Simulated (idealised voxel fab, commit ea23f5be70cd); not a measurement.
Title: Process Module voxel capacitor over wiring
cross-section cut | 270 nm wide | cells 5 nm
If you're reading a cross-section in this doc, picture square cells in a grid; it comes to you as bands, top ones listed first down to the bottom, and a band can be one or more rows of cells. Within each band entry, the heights of the top and of the bottom of the band appear first, in that order and in nm; the materials of the band then follow from left to right, each with its corresponding width in nm. The designation "everywhere" on a single material indicates that it fills the band from edge to edge; the designation "blank" indicates empty space. Convention: height 0 is the level below which the wafer, as received, is all one material. The lowest band does not terminate at the bottom but continues downward, represented as "from 0 down". It should be noted that a width expressed as "30->40" varies in equal increments from row to row of cells within the band, taking the value of the first number at the top row and that of the second number at the bottom row. "no change occurred" -> step changed no cross-section cell. Enclosed voids (no open way to top), threshold 8 cells or more, entry "Fully sealed voids", notation width x height at distance, distance from left edge, nm. Note: text after step settings on the step line = simulator remark on that step. The line of a step may include "overlay nm". On a step with a mask, this value is how far to the right of its planned place the mask lay. A negative value means the mask lay to the left.
# Planned step list for the process
- 1: RECEIVE with material Si
- 2: CONFORMAL_DEP with material SiO2, thk nm 15
- 3: CONFORMAL_DEP with material SiCN, thk nm 5
- 4: DIRECTIONAL_DEP with material lowk, thk nm 15
- 5: PATTERN with tone open, mask id METAL_1, material resist, width nm 25, pitch nm 95, thk nm 15, overlay nm 0
- 6: DIRECTIONAL_ETCH with etch materials lowk, depth nm 15
- 7: DIRECTIONAL_ETCH with etch materials SiCN, depth nm 5
- 8: STRIP with etch materials resist
- 9: CONFORMAL_DEP with material TiN, thk nm 5
- 10: FILL_DEP with material W, thk nm 10
- 11: CMP with height nm 35
- 12: EPI with material Ru, thk nm 5
- 13: FILL_DEP with material SiCN, thk nm 5
- 14: DIRECTIONAL_DEP with material SiO2, thk nm 15
- 15: MASKED_ETCH with tone open, mask id PLUG_1, width nm 15, etch materials SiO2, depth nm 15, overlay nm 0
- 16: MASKED_ETCH with tone open, mask id PLUG_1, width nm 15, etch materials SiCN, depth nm 5, overlay nm 0
- 17: EPI with material Ru, thk nm 10
- 18: EPI with material Ru, thk nm 10
- 19: DIRECTIONAL_DEP with material TiN, thk nm 5
- 20: DIRECTIONAL_DEP with material SiN, thk nm 5
- 21: DIRECTIONAL_DEP with material TiN, thk nm 10
- 22: MASKED_ETCH with tone cover, mask id UPPER_PLATE, width nm 75, etch materials TiN, depth nm 10, overlay nm 0
- 23: MASKED_ETCH with tone cover, mask id UPPER_PLATE, width nm 75, etch materials SiN, depth nm 5, overlay nm 0
- 24: DIRECTIONAL_DEP with material aC, thk nm 10
- 25: PATTERN with tone cover, mask id LOWER_PLATE, material resist, width nm 85, thk nm 25, overlay nm 0
- 26: DIRECTIONAL_ETCH with etch materials aC, depth nm 10
- 27: STRIP with etch materials resist
- 28: DIRECTIONAL_ETCH with etch materials TiN, depth nm 5
- 29: STRIP with etch materials aC
- 30: FILL_DEP with material SiO2, thk nm 20
- 31: CMP with height nm 95
- 32: PATTERN with tone open, mask id PLUG_2, material resist, width nm 15, thk nm 20, overlay nm 0
- 33: DIRECTIONAL_ETCH with etch materials SiO2, depth nm 15
- 34: STRIP with etch materials resist
- 35: CONFORMAL_DEP with material TiN, thk nm 5
- 36: FILL_DEP with material W, thk nm 10
- 37: CMP with height nm 95
- 38: CONFORMAL_DEP with material SiCN, thk nm 5
# Cross-section, incoming material, after step 1
- from 0 down: Si everywhere
- Fully sealed voids: none
# Post-module cross-section: identical start and plan to those above, one misstep in execution
- from 100 to 95: SiCN everywhere
- from 95 to 85: 95 of SiO2; 5 of TiN; 5 of W; 5 of TiN; 160 of SiO2
- from 85 to 80: 95 of SiO2; 15 of TiN; 160 of SiO2
- from 80 to 70: 85 of SiO2; 75 of TiN; 110 of SiO2
- from 70 to 65: 85 of SiO2; 75 of SiN; 110 of SiO2
- from 65 to 60: 80 of SiO2; 85 of TiN; 105 of SiO2
- from 60 to 45: 85 of SiO2; 15 of Ru; 170 of SiO2
- from 45 to 40: 85 of SiCN; 15 of Ru; 170 of SiCN
- from 40 to 35: Ru everywhere
- from 35 to 20: W everywhere
- from 20 to 15: SiCN everywhere
- from 15 to 0: SiO2 everywhere
- from 0 down: Si everywhere
- Fully sealed voids: none
The plan and the run diverged here: step 4 changed vs plan, executed as DIRECTIONAL_DEP with material W, thk nm 15
